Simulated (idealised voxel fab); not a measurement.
Title: Process Module voxel trench capacitor
We display cut, a cross-section 205 nm in width whose square cells are each 5 nm.
Each cross-section below is a grid of square cells, stated as bands in top-down order, with one or more rows of cells making up each band.
Within each band entry, the heights of the top and of the bottom of the band appear first, in that order and in nm; the materials of the band then follow from left to right, each with its corresponding width in nm. The designation "everywhere" on a single material indicates that it fills the band from edge to edge; the designation "blank" indicates empty space.
Note: height 0 marks the level under which the wafer is uniformly one material as received. Lowest band unbounded below, written "z 0 and below".
You'd read "30..40" like this: the band's top row of cells is as wide as the first number, its bottom row is as wide as the second, and going down, every row changes width by the same amount as the row before did.
Take "no alterations made" at face value: in the step it is given for, the cross-section changed in none of its cells.
"Entrapped voids": sealed empty spaces, 8 cells or more, no open way to top, listed width x height at distance, with distance from the left edge and width, height and distance in nm.
Formally, on a step line, whatever follows the settings is a remark that the simulator itself makes on the step.
overlay nm: for a step with a mask, the amount by which the mask lay right of where it was planned; a negative amount means left of it.
The process steps that were planned are listed below
1: RECEIVE: material Si
2: CONFORMAL_DEP: material SiN, thk nm 10
3: MASKED_ETCH: tone open, mask id TRENCH, width nm 25, pitch nm 40, etch materials SiN, depth nm 10, overlay nm 0
4: MASKED_ETCH: tone open, mask id TRENCH, width nm 25, pitch nm 40, etch materials Si, depth nm 30, overlay nm 0
5: CONFORMAL_DEP: material SiO2, thk nm 5
6: FILL_DEP: material polySi, thk nm 5
7: CMP: height nm 10
Delivered wafer in cross-section: state after step 1
z 0 and below  Si everywhere
Entrapped voids: none
Below is the wafer in cross-section after the module was completed. It began from the starting point shown above and followed the plan shown above, except that one mistake was made while running it
z 10 to 0  SiO2 everywhere
z 0 and below  Si everywhere
Entrapped voids: none
Processing error: step 2, actual vs plan mismatch, actual run CONFORMAL_DEP: material SiO2, thk nm 10
